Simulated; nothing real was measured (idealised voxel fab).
Title: Process Module voxel self aligned vias
In the cross-section labelled cut, the width is 220 nm and each square cell is 5 nm.
Heads up, the way a cross-section reads in here is a grid of square cells, handed over as bands from the top down, with every band being one or more rows of cells.
Top, bottom (nm), then materials left to right with widths (nm); lone material tagged "throughout" fills the whole band edge to edge; "air" = empty space.
It should be noted that heights are counted from 0, beneath which the wafer as supplied is of one material throughout, and that the lowest band possesses no lower boundary but continues downward, as written in "top 0, no bottom".
A two-number width, for instance "30->40", indicates that the width is equal to the first number in the top row of the band and to the second number in the bottom row, and that it changes by a constant amount per row of cells.
What does "nothing was modified" mean for a step? It means no cell of the cross-section changed in that step.
So "Voids, sealed" is basically the list of trapped voids: any empty space of 8 cells or more that can't reach the top through an opening. They're written width x height at distance, the distance being from the left edge, and it's all nm.
Note: text after step settings on the step line = simulator remark on that step.
The optional step-line setting "overlay nm" applies to steps with a mask and quantifies how far to the right of its planned location the mask lay, a negative value indicating leftward placement.

So here's the lineup of process steps we planned:
1: RECEIVE with material Si
2: CONFORMAL_DEP with material SiO2, thk nm 10
3: CONFORMAL_DEP with material SiCN, thk nm 5
4: DIRECTIONAL_DEP with material lowk, thk nm 20
5: PATTERN with tone open, mask id LINES, material resist, width nm 25, pitch nm 70, thk nm 15, overlay nm 0
6: DIRECTIONAL_ETCH with etch materials lowk, depth nm 20
7: STRIP with etch materials resist
8: CONFORMAL_DEP with material TiN, thk nm 5
9: FILL_DEP with material W, thk nm 5
10: CMP with height nm 35
11: SELECTIVE_ETCH with etch materials W Ru TiN, depth nm 5
12: FILL_DEP with material SiN, thk nm 5
13: CMP with height nm 35
14: DIRECTIONAL_DEP with material lowk, thk nm 20
15: PATTERN with tone open, mask id VIAS, material resist, width nm 45, thk nm 20, overlay nm 0
16: DIRECTIONAL_ETCH with etch materials lowk, depth nm 20
17: DIRECTIONAL_ETCH with etch materials SiN, depth nm 5
18: STRIP with etch materials resist
19: CONFORMAL_DEP with material TiN, thk nm 5
20: FILL_DEP with material W, thk nm 5
21: CMP with height nm 55
22: CONFORMAL_DEP with material SiCN, thk nm 5

Below: the first of two wafers, run as planned:

Delivered wafer in cross-section: state after step 1:
  top 0, no bottom  Si throughout
  Voids, sealed: none

The wafer in cross-section once step 2 is complete:
  top 10, bottom 0  SiO2 throughout
  Rest of section, below 0: as before.

The wafer in cross-section once step 3 is complete:
  top 15, bottom 10  SiCN throughout
  Rest of section, below 10: as before.

The wafer in cross-section once step 4 is complete:
  top 35, bottom 15  lowk throughout
  Rest of section, below 15: as before.

The wafer in cross-section once step 5 is complete:
  top 50, bottom 35  60 of resist, 25 of air, 45 of resist, 25 of air, 65 of resist
  Rest of section, below 35: as before.

The wafer in cross-section once step 6 is complete:
  top 50, bottom 35  60 of resist, 25 of air, 45 of resist, 25 of air, 65 of resist
  top 35, bottom 15  60 of lowk, 25 of air, 45 of lowk, 25 of air, 65 of lowk
  Rest of section, below 15: as before.

The wafer in cross-section once step 7 is complete:
  top 35, bottom 15  60 of lowk, 25 of air, 45 of lowk, 25 of air, 65 of lowk
  Rest of section, below 15: as before.

The wafer in cross-section once step 8 is complete:
  top 40, bottom 35  65 of TiN, 15 of air, 55 of TiN, 15 of air, 70 of TiN
  top 35, bottom 20  60 of lowk, 5 of TiN, 15 of air, 5 of TiN, 45 of lowk, 5 of TiN, 15 of air, 5 of TiN, 65 of lowk
  top 20, bottom 15  60 of lowk, 25 of TiN, 45 of lowk, 25 of TiN, 65 of lowk
  Rest of section, below 15: as before.

The wafer in cross-section once step 9 is complete:
  top 45, bottom 40  W throughout
  top 40, bottom 35  65 of TiN, 15 of W, 55 of TiN, 15 of W, 70 of TiN
  top 35, bottom 20  60 of lowk, 5 of TiN, 15 of W, 5 of TiN, 45 of lowk, 5 of TiN, 15 of W, 5 of TiN, 65 of lowk
  Rest of section, below 20: as before.

The wafer in cross-section once step 10 is complete:
  top 35, bottom 20  60 of lowk, 5 of TiN, 15 of W, 5 of TiN, 45 of lowk, 5 of TiN, 15 of W, 5 of TiN, 65 of lowk
  Rest of section, below 20: as before.

The wafer in cross-section once step 11 is complete:
  top 35, bottom 30  60 of lowk, 25 of air, 45 of lowk, 25 of air, 65 of lowk
  Rest of section, below 30: as before.

The wafer in cross-section once step 12 is complete:
  top 40, bottom 35  SiN throughout
  top 35, bottom 30  60 of lowk, 25 of SiN, 45 of lowk, 25 of SiN, 65 of lowk
  Rest of section, below 30: as before.

The wafer in cross-section once step 13 is complete:
  top 35, bottom 30  60 of lowk, 25 of SiN, 45 of lowk, 25 of SiN, 65 of lowk
  Rest of section, below 30: as before.

The wafer in cross-section once step 14 is complete:
  top 55, bottom 35  lowk throughout
  Rest of section, below 35: as before.

The wafer in cross-section once step 15 is complete:
  top 75, bottom 55  50 of resist, 45 of air, 125 of resist
  Rest of section, below 55: as before.

The wafer in cross-section once step 16 is complete:
  top 75, bottom 55  50 of resist, 45 of air, 125 of resist
  top 55, bottom 35  50 of lowk, 45 of air, 125 of lowk
  Rest of section, below 35: as before.

The wafer in cross-section once step 17 is complete:
  top 75, bottom 55  50 of resist, 45 of air, 125 of resist
  top 55, bottom 35  50 of lowk, 45 of air, 125 of lowk
  top 35, bottom 30  60 of lowk, 25 of air, 45 of lowk, 25 of SiN, 65 of lowk
  Rest of section, below 30: as before.

The wafer in cross-section once step 18 is complete:
  top 55, bottom 35  50 of lowk, 45 of air, 125 of lowk
  Rest of section, below 35: as before.

The wafer in cross-section once step 19 is complete:
  top 60, bottom 55  55 of TiN, 35 of air, 130 of TiN
  top 55, bottom 40  50 of lowk, 5 of TiN, 35 of air, 5 of TiN, 125 of lowk
  top 40, bottom 35  50 of lowk, 15 of TiN, 15 of air, 15 of TiN, 125 of lowk
  top 35, bottom 30  60 of lowk, 25 of TiN, 45 of lowk, 25 of SiN, 65 of lowk
  Rest of section, below 30: as before.

The wafer in cross-section once step 20 is complete:
  top 65, bottom 60  W throughout
  top 60, bottom 55  55 of TiN, 35 of W, 130 of TiN
  top 55, bottom 40  50 of lowk, 5 of TiN, 35 of W, 5 of TiN, 125 of lowk
  top 40, bottom 35  50 of lowk, 15 of TiN, 15 of W, 15 of TiN, 125 of lowk
  Rest of section, below 35: as before.

The wafer in cross-section once step 21 is complete:
  top 55, bottom 40  50 of lowk, 5 of TiN, 35 of W, 5 of TiN, 125 of lowk
  Rest of section, below 40: as before.

The wafer in cross-section once step 22 is complete:
  top 60, bottom 55  SiCN throughout
  Rest of section, below 55: as before.

The Second Wafer: Common Origin and Plan, One Mistake in Execution, Identical to the First Through Step 14:

Second wafer, section view, time point: scheduled end of step 15:
  top 75, bottom 55  40 of resist, 45 of air, 135 of resist
  Rest of section, below 55: as before.

Second wafer, section view, time point: scheduled end of step 16:
  top 75, bottom 55  40 of resist, 45 of air, 135 of resist
  top 55, bottom 35  40 of lowk, 45 of air, 135 of lowk
  Rest of section, below 35: as before.

Second wafer, section view, time point: scheduled end of step 17:
  top 75, bottom 55  40 of resist, 45 of air, 135 of resist
  top 55, bottom 35  40 of lowk, 45 of air, 135 of lowk
  top 35, bottom 30  60 of lowk, 25 of air, 45 of lowk, 25 of SiN, 65 of lowk
  Rest of section, below 30: as before.

Second wafer, section view, time point: scheduled end of step 18:
  top 55, bottom 35  40 of lowk, 45 of air, 135 of lowk
  Rest of section, below 35: as before.

Second wafer, section view, time point: scheduled end of step 19:
  top 60, bottom 55  45 of TiN, 35 of air, 140 of TiN
  top 55, bottom 40  40 of lowk, 5 of TiN, 35 of air, 5 of TiN, 135 of lowk
  top 40, bottom 35  40 of lowk, 25 of TiN, 15 of air, 5 of TiN, 135 of lowk
  top 35, bottom 30  60 of lowk, 25 of TiN, 45 of lowk, 25 of SiN, 65 of lowk
  Rest of section, below 30: as before.

Second wafer, section view, time point: scheduled end of step 20:
  top 65, bottom 60  W throughout
  top 60, bottom 55  45 of TiN, 35 of W, 140 of TiN
  top 55, bottom 40  40 of lowk, 5 of TiN, 35 of W, 5 of TiN, 135 of lowk
  top 40, bottom 35  40 of lowk, 25 of TiN, 15 of W, 5 of TiN, 135 of lowk
  Rest of section, below 35: as before.

Second wafer, section view, time point: scheduled end of step 21:
  top 55, bottom 40  40 of lowk, 5 of TiN, 35 of W, 5 of TiN, 135 of lowk
  Rest of section, below 40: as before.

Second wafer, section view, time point: scheduled end of step 22:
  top 60, bottom 55  SiCN throughout
  Rest of section, below 55: as before.
So what did we get wrong on this run? note that step 15 departed from the planned setting and was carried out as PATTERN with tone open, mask id VIAS, material resist, width nm 45, thk nm 20, overlay nm -10
Both wafers, final: cells per material equal; arrangement not.
